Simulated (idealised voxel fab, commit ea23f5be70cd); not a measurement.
voxel self aligned contacts: a process module
The figure presents cross-section cut, which has a width of 170 nm and is divided into square cells with an edge length of 5 nm.
When this document writes out a cross-section, it uses a grid of square cells and lists it as bands, beginning at the top and moving down, with a band standing for one or more rows of cells. A band entry consists of two parts. The first gives the height of the band's top and the height of its bottom, in nm. The rest lists the band's materials from left to right, each with its width in nm. A single material labelled with the word "everywhere" fills the band from edge to edge, and the word "blank" marks empty space. Measure heights from 0. That's the level where, below it, the as-received wafer is all one material. The lowest band is bottomless and extends downward; write it as in "z 0 and below". So if you see something like "30->40" for the width, read it as the top row of the band sitting at the first number and the bottom row at the second, with every row in between moving by the same amount as the last. What does "stayed the same" mean for a step? It means no cell of the cross-section changed in that step. The entry titled "Unvented internal voids" provides the empty spaces that have no open way to the top, restricted to those of 8 cells or more. Each is presented as width x height at distance, the distance being measured from the left edge, with all three in nm. Note: text after step settings on the step line = simulator remark on that step. For masked steps, "overlay nm" on the step line gives how far right of plan the mask actually lay; a minus sign means it lay to the left.

Steps planned for the process
1. RECEIVE, material Si
2. CONFORMAL_DEP, material SiO2, thk nm 5
3. DIRECTIONAL_DEP, material polySi, thk nm 25
4. DIRECTIONAL_DEP, material SiN, thk nm 20
5. PATTERN, tone cover, mask id GATE, material resist, width nm 25, pitch nm 60, thk nm 20, overlay nm 0
6. DIRECTIONAL_ETCH, etch materials SiN, depth nm 20
7. DIRECTIONAL_ETCH, etch materials polySi, depth nm 25
8. STRIP, etch materials resist
9. CONFORMAL_DEP, material SiN, thk nm 5
10. DIRECTIONAL_ETCH, etch materials SiN, depth nm 5
11. FILL_DEP, material SiO2, thk nm 15
12. CMP, height nm 55
13. DIRECTIONAL_DEP, material aC, thk nm 10
14. PATTERN, tone open, mask id CONTACT, material resist, width nm 35, thk nm 25, overlay nm 0
15. DIRECTIONAL_ETCH, etch materials aC, depth nm 10
16. STRIP, etch materials resist
17. DIRECTIONAL_ETCH, etch materials SiO2, depth nm 55
18. STRIP, etch materials aC
19. CONFORMAL_DEP, material TiN, thk nm 5
20. FILL_DEP, material Ru, thk nm 5
21. CMP, height nm 55
22. CONFORMAL_DEP, material SiCN, thk nm 5
Be aware that, although all wafers share a common starting state, the width nm at step 14 differs among them, and the plan displays the first wafer's value.

The first of several wafers in cross-section, exactly as it reached us after step 1
  z 0 and below = Si everywhere
  Unvented internal voids: none

Cross-section of the first of several wafers, taken after step 22, where the module ends
  z 60 to 55 = SiCN everywhere
  z 55 to 50 = 65 of SiO2  10 of TiN  15 of Ru  10 of TiN  70 of SiO2
  z 50 to 30 = 35 of SiO2  35 of SiN  5 of TiN  15 of Ru  5 of TiN  35 of SiN  40 of SiO2
  z 30 to 5 = 35 of SiO2  5 of SiN  25 of polySi  5 of SiN  5 of TiN  15 of Ru  5 of TiN  5 of SiN  25 of polySi  5 of SiN  40 of SiO2
  z 5 to 0 = 70 of SiO2  25 of TiN  75 of SiO2
  z 0 and below = Si everywhere
  Unvented internal voids: none

Final wafer cross-section at module end
  z 60 to 55 = SiCN everywhere
  z 55 to 50 = 55 of SiO2  20 of TiN  15 of Ru  25 of TiN  55 of SiO2
  z 50 to 30 = 35 of SiO2  35 of SiN  5 of TiN  15 of Ru  5 of TiN  35 of SiN  40 of SiO2
  z 30 to 5 = 35 of SiO2  5 of SiN  25 of polySi  5 of SiN  5 of TiN  15 of Ru  5 of TiN  5 of SiN  25 of polySi  5 of SiN  40 of SiO2
  z 5 to 0 = 70 of SiO2  25 of TiN  75 of SiO2
  z 0 and below = Si everywhere
  Unvented internal voids: none

Gained (+) or lost (-) cells of each material since receipt, then closed voids: one row per wafer, at the end of the module
width nm 35 | +30 Ru | +34 SiCN | +76 SiN | +191 SiO2 | +27 TiN | +50 polySi | Unvented internal voids: none
width nm 40 | +30 Ru | +34 SiCN | +76 SiN | +190 SiO2 | +28 TiN | +50 polySi | Unvented internal voids: none
width nm 45 | +30 Ru | +34 SiCN | +76 SiN | +189 SiO2 | +29 TiN | +50 polySi | Unvented internal voids: none
width nm 50 | +30 Ru | +34 SiCN | +76 SiN | +188 SiO2 | +30 TiN | +50 polySi | Unvented internal voids: none
width nm 55 | +30 Ru | +34 SiCN | +76 SiN | +187 SiO2 | +31 TiN | +50 polySi | Unvented internal voids: none
width nm 60 | +30 Ru | +34 SiCN | +76 SiN | +186 SiO2 | +32 TiN | +50 polySi | Unvented internal voids: none
